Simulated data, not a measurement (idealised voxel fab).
Process module under the name voxel capacitor over wiring
Displayed cross-section: cut, width of 265 nm, square cells sized 5 nm.
Cross-section = grid of square cells, listed top down in bands; band = one or more rows.
Top height, bottom height, nm. Materials left to right, width each, nm. Single material + "throughout" = fills band edge to edge. "empty" = empty.
Heights are reckoned from 0. Under this level, the received wafer is all of one material. The bottommost band is open-ended downward, for example "0 down".
Read "30..40" as a graded width: first number on top, second number at the bottom, same change between each pair of neighbouring rows.
Basically "nothing got changed" means that step didn't change any cell in the cross-section.
This entry, "Enclosed void inventory", enumerates those empty regions of no fewer than 8 cells that possess no open connection to the top. Each region is reported in the form width x height at distance, the distance being taken from the left edge, with all three quantities expressed in nm.
Read whatever lies past the settings on a step's line as the simulator's own remark about the step.
overlay nm, on a step with a mask: how far to the right of its planned place the mask lay; to the left if negative
[Process steps - plan]
1. RECEIVE,material Si
2. CONFORMAL_DEP,material SiO2,thk nm 15
3. CONFORMAL_DEP,material SiN,thk nm 5
4. DIRECTIONAL_DEP,material lowk,thk nm 25
5. PATTERN,tone open,mask id METAL_1,material resist,width nm 30,pitch nm 85,thk nm 15,overlay nm 0
6. DIRECTIONAL_ETCH,etch materials lowk,depth nm 25
7. DIRECTIONAL_ETCH,etch materials SiN,depth nm 5
8. STRIP,etch materials resist
9. CONFORMAL_DEP,material TiN,thk nm 5
10. FILL_DEP,material W,thk nm 10
11. CMP,height nm 45
12. EPI,material Ru,thk nm 5
13. FILL_DEP,material SiCN,thk nm 5
14. DIRECTIONAL_DEP,material lowk,thk nm 20
15. MASKED_ETCH,tone open,mask id PLUG_1,width nm 15,etch materials lowk,depth nm 20,overlay nm 0
16. MASKED_ETCH,tone open,mask id PLUG_1,width nm 15,etch materials SiCN,depth nm 5,overlay nm 0
17. CONFORMAL_DEP,material TiN,thk nm 5
18. FILL_DEP,material Cu,thk nm 5
19. CMP,height nm 75
20. DIRECTIONAL_DEP,material TiN,thk nm 10
21. DIRECTIONAL_DEP,material HfO2,thk nm 5
22. DIRECTIONAL_DEP,material TiN,thk nm 5
23. DIRECTIONAL_DEP,material aC,thk nm 15
24. PATTERN,tone cover,mask id UPPER_PLATE,material resist,width nm 60,thk nm 35,overlay nm 0
25. DIRECTIONAL_ETCH,etch materials aC,depth nm 15
26. STRIP,etch materials resist
27. DIRECTIONAL_ETCH,etch materials TiN,depth nm 5
28. DIRECTIONAL_ETCH,etch materials HfO2,depth nm 5
29. STRIP,etch materials aC
30. MASKED_ETCH,tone cover,mask id LOWER_PLATE,width nm 70,etch materials TiN,depth nm 10,overlay nm 0
31. FILL_DEP,material SiO2,thk nm 15
32. CMP,height nm 105
33. PATTERN,tone open,mask id PLUG_2,material resist,width nm 15,thk nm 15,overlay nm 0
34. DIRECTIONAL_ETCH,etch materials SiO2,depth nm 10
35. STRIP,etch materials resist
36. CONFORMAL_DEP,material TiN,thk nm 5
37. FILL_DEP,material Ru,thk nm 5
38. CMP,height nm 105
39. CONFORMAL_DEP,material SiCN,thk nm 5
[Cross-sectional view of the wafer in its as-received condition, corresponding to the state after step 1]
* 0 down  Si throughout
* Enclosed void inventory: none
[Module complete - cross-section of the first of two wafers, run according to plan]
* 110 to 105  SiCN throughout
* 105 to 100  SiO2: 100  TiN: 5  Ru: 5  TiN: 5  SiO2: 150
* 100 to 90  SiO2: 100..90  TiN: 15..60  SiO2: 150..115
* 90 to 85  SiO2: 90  HfO2: 60  SiO2: 115
* 85 to 75  SiO2: 85  TiN: 70  SiO2: 110
* 75 to 55  lowk: 90  TiN: 5  Cu: 5  TiN: 5  lowk: 160
* 55 to 50  SiCN: 90  TiN: 15  SiCN: 160
* 50 to 45  SiCN: 70  Ru: 40  SiCN: 45  Ru: 40  SiCN: 70
* 45 to 20  lowk: 75  TiN: 5  W: 20  TiN: 5  lowk: 55  TiN: 5  W: 20  TiN: 5  lowk: 75
* 20 to 15  SiN: 75  TiN: 30  SiN: 55  TiN: 30  SiN: 75
* 15 to 0  SiO2 throughout
* 0 down  Si throughout
* Enclosed void inventory: none
[This cross-section belongs to the second wafer of two at the end of the module; the start and the plan were shared with the first, and the run included one mistake]
* 110 to 105  SiCN throughout
* 105 to 100  SiO2: 100  TiN: 5  Ru: 5  TiN: 5  SiO2: 150
* 100 to 90  SiO2: 100..85  TiN: 15..60  SiO2: 150..120
* 90 to 85  SiO2: 85  HfO2: 60  SiO2: 120
* 85 to 75  SiO2: 85  TiN: 70  SiO2: 110
* 75 to 55  lowk: 90  TiN: 5  Cu: 5  TiN: 5  lowk: 160
* 55 to 50  SiCN: 90  TiN: 15  SiCN: 160
* 50 to 45  SiCN: 70  Ru: 40  SiCN: 45  Ru: 40  SiCN: 70
* 45 to 20  lowk: 75  TiN: 5  W: 20  TiN: 5  lowk: 55  TiN: 5  W: 20  TiN: 5  lowk: 75
* 20 to 15  SiN: 75  TiN: 30  SiN: 55  TiN: 30  SiN: 75
* 15 to 0  SiO2 throughout
* 0 down  Si throughout
* Enclosed void inventory: none
Deviation noted in wafer processing: step 24 went in with a setting other than planned; the actual run was PATTERN,tone cover,mask id UPPER_PLATE,material resist,width nm 60,thk nm 35,overlay nm -5
at the end the second wafer has, in cells: as many of each material as the first, in other places
